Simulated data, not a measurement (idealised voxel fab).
This is a process module. Its name is voxel self aligned vias.
It is cross-section cut that appears here, measuring 260 nm in width, its square cells being 5 nm in size.
For the purposes of this document, a cross-section shall be understood as a grid of square cells, specified as bands listed in top-to-bottom order, each band consisting of one or more rows of cells.
Read a band's entry like this: the first values are the height of its top and the height of its bottom in nm, and what follows is the sequence of materials from left to right, each with its width in nm. Note that "air" is empty space, and that a single material marked "full width" reaches across the band from edge to edge.
Heights are reckoned from 0. Under this level, the received wafer is all of one material. The bottommost band is open-ended downward, for example "0 down".
Width spec "30..40" -> top row of cells at first value, bottom row at second value, equal per-row change in between.
A step reported as "nothing got changed" is a step in which no cell of the cross-section changed.
Closed void inventory: empty space of 8 cells or more with no open way to the top, each as width x height at its distance from the left edge, in nm
after a step's settings: what the simulator itself notes on the step
overlay nm: mask right of planned place by this much (step with mask). Neg. = left.

### Set out below are the planned steps of the process
1. RECEIVE, material Si
2. CONFORMAL_DEP, material SiO2, thk nm 10
3. CONFORMAL_DEP, material SiCN, thk nm 5
4. DIRECTIONAL_DEP, material lowk, thk nm 30
5. MASKED_ETCH, tone open, mask id LINES, width nm 25, pitch nm 60, etch materials lowk, depth nm 30, overlay nm 0
6. CONFORMAL_DEP, material TiN, thk nm 5
7. FILL_DEP, material Ru, thk nm 10
8. CMP, height nm 45
9. SELECTIVE_ETCH, etch materials W Ru TiN, depth nm 5
10. FILL_DEP, material SiN, thk nm 5
11. CMP, height nm 45
12. DIRECTIONAL_DEP, material lowk, thk nm 15
13. PATTERN, tone open, mask id VIAS, material resist, width nm 35, pitch nm 60, thk nm 15, overlay nm 0
14. DIRECTIONAL_ETCH, etch materials lowk, depth nm 15
15. DIRECTIONAL_ETCH, etch materials SiN, depth nm 5
16. STRIP, etch materials resist
17. CONFORMAL_DEP, material TiN, thk nm 5
18. FILL_DEP, material Cu, thk nm 10
19. CMP, height nm 60
20. CONFORMAL_DEP, material SiCN, thk nm 5

### Cross-section of the wafer at receipt, which is the condition after step 1
  0 down  Si full width
  Closed void inventory: none

### Cross-section: first of two wafers, module finished, run according to plan
  65 to 60  SiCN full width
  60 to 50  50 nm lowk, 5 nm TiN, 25 nm Cu, 5 nm TiN, 25 nm lowk, 5 nm TiN, 25 nm Cu, 5 nm TiN, 25 nm lowk, 5 nm TiN, 25 nm Cu, 5 nm TiN, 55 nm lowk
  50 to 45  50 nm lowk, 10 nm TiN, 15 nm Cu, 10 nm TiN, 25 nm lowk, 10 nm TiN, 15 nm Cu, 10 nm TiN, 25 nm lowk, 10 nm TiN, 15 nm Cu, 10 nm TiN, 55 nm lowk
  45 to 40  55 nm lowk, 25 nm TiN, 35 nm lowk, 25 nm TiN, 35 nm lowk, 25 nm TiN, 60 nm lowk
  40 to 20  55 nm lowk, 5 nm TiN, 15 nm Ru, 5 nm TiN, 35 nm lowk, 5 nm TiN, 15 nm Ru, 5 nm TiN, 35 nm lowk, 5 nm TiN, 15 nm Ru, 5 nm TiN, 60 nm lowk
  20 to 15  55 nm lowk, 25 nm TiN, 35 nm lowk, 25 nm TiN, 35 nm lowk, 25 nm TiN, 60 nm lowk
  15 to 10  SiCN full width
  10 to 0  SiO2 full width
  0 down  Si full width
  Closed void inventory: none

### Cross-sectional image of the second wafer of the two following completion of the module. Starting state and process plan were the same as for the first wafer; one execution error occurred
  65 to 60  SiCN full width
  60 to 45  50 nm lowk, 5 nm TiN, 25 nm Cu, 5 nm TiN, 25 nm lowk, 5 nm TiN, 25 nm Cu, 5 nm TiN, 25 nm lowk, 5 nm TiN, 25 nm Cu, 5 nm TiN, 55 nm lowk
  45 to 40  50 nm lowk, 35 nm TiN, 25 nm lowk, 35 nm TiN, 25 nm lowk, 35 nm TiN, 55 nm lowk
  40 to 30  50 nm lowk, 10 nm TiN, 15 nm Ru, 10 nm TiN, 25 nm lowk, 10 nm TiN, 15 nm Ru, 10 nm TiN, 25 nm lowk, 10 nm TiN, 15 nm Ru, 10 nm TiN, 55 nm lowk
  30 to 20  55 nm lowk, 5 nm TiN, 15 nm Ru, 5 nm TiN, 35 nm lowk, 5 nm TiN, 15 nm Ru, 5 nm TiN, 35 nm lowk, 5 nm TiN, 15 nm Ru, 5 nm TiN, 60 nm lowk
  20 to 15  55 nm lowk, 25 nm TiN, 35 nm lowk, 25 nm TiN, 35 nm lowk, 25 nm TiN, 60 nm lowk
  15 to 10  SiCN full width
  10 to 0  SiO2 full width
  0 down  Si full width
  Closed void inventory: none
What went wrong in running the wafer? plan step 14 was twice executed
Once processing is complete, comparing cell counts shows that the second wafer has more or fewer of certain materials than the first: +6 Cu, +12 TiN, -18 lowk
